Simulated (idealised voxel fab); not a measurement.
This section sets out a process module, namely voxel tone inversion.
It is cross-section cut that appears here, measuring 295 nm in width, its square cells being 5 nm in size.
A cross-section in this document is a grid of square cells, and it is written down as bands, the top band listed before the ones below it; a band is made up of one or more rows of cells.
Heights first: top, then bottom, in nm. Then materials, left to right, each with a width in nm. "edge to edge" on a single material: fills the band edge to edge. "empty": empty space.
Basically, 0 is our baseline, since under it the wafer straight out of the box is all one material. The bottom band has no lower end and keeps on going down, so it looks like "0 nm and below".
Width spec "30->40" -> top row of cells at first value, bottom row at second value, equal per-row change in between.
Given "remained the same" for a step, no cell of the cross-section differs between before and after that step.
Entry "Closed cavities". Content: empty spaces with no open connection to the top, size 8 cells or greater. Each: width x height at distance. Distance: from left edge. Unit: nm.
Whatever follows a step's settings on its line is a remark the simulator itself makes about that step.
overlay nm: mask offset rightward from planned place, masked step; negative means leftward offset.
-- plan
1) op RECEIVE | material Si
2) op CONFORMAL_DEP | material SiN | thk nm 10
3) op DIRECTIONAL_DEP | material polySi | thk nm 15
4) op PATTERN | tone cover | mask id POSTS | material resist | width nm 15 | pitch nm 40 | thk nm 25 | overlay nm 0
5) op DIRECTIONAL_ETCH | etch materials polySi | depth nm 15
6) op STRIP | etch materials resist
7) op FILL_DEP | material lowk | thk nm 5
8) op CMP | height nm 25
9) op STRIP | etch materials polySi
10) op CONFORMAL_DEP | material TiN | thk nm 5
11) op FILL_DEP | material Ru | thk nm 5
12) op CMP | height nm 25
13) op CONFORMAL_DEP | material SiN | thk nm 5
-- Here's what the wafer looked like in cross-section when it arrived - that's after step 1
* 0 nm and below  Si edge to edge
* Closed cavities: none
-- Starting structure and process plan are as shown above, but one mistake was made in running the module; the wafer cross-section at the end of the module follows
* 30 nm to 25 nm  SiN edge to edge
* 25 nm to 15 nm  120 of lowk, then 5 of TiN, then 5 of SiN, then 5 of TiN, then 25 of lowk, then 5 of TiN, then 5 of SiN, then 5 of TiN, then 120 of lowk
* 15 nm to 10 nm  120 of lowk, then 15 of TiN, then 25 of lowk, then 15 of TiN, then 120 of lowk
* 10 nm to 0 nm  SiN edge to edge
* 0 nm and below  Si edge to edge
* Closed cavities: none
Deviation from plan: step 11 was run on a setting that differed from the plan, and what really ran there is op FILL_DEP | material SiN | thk nm 5
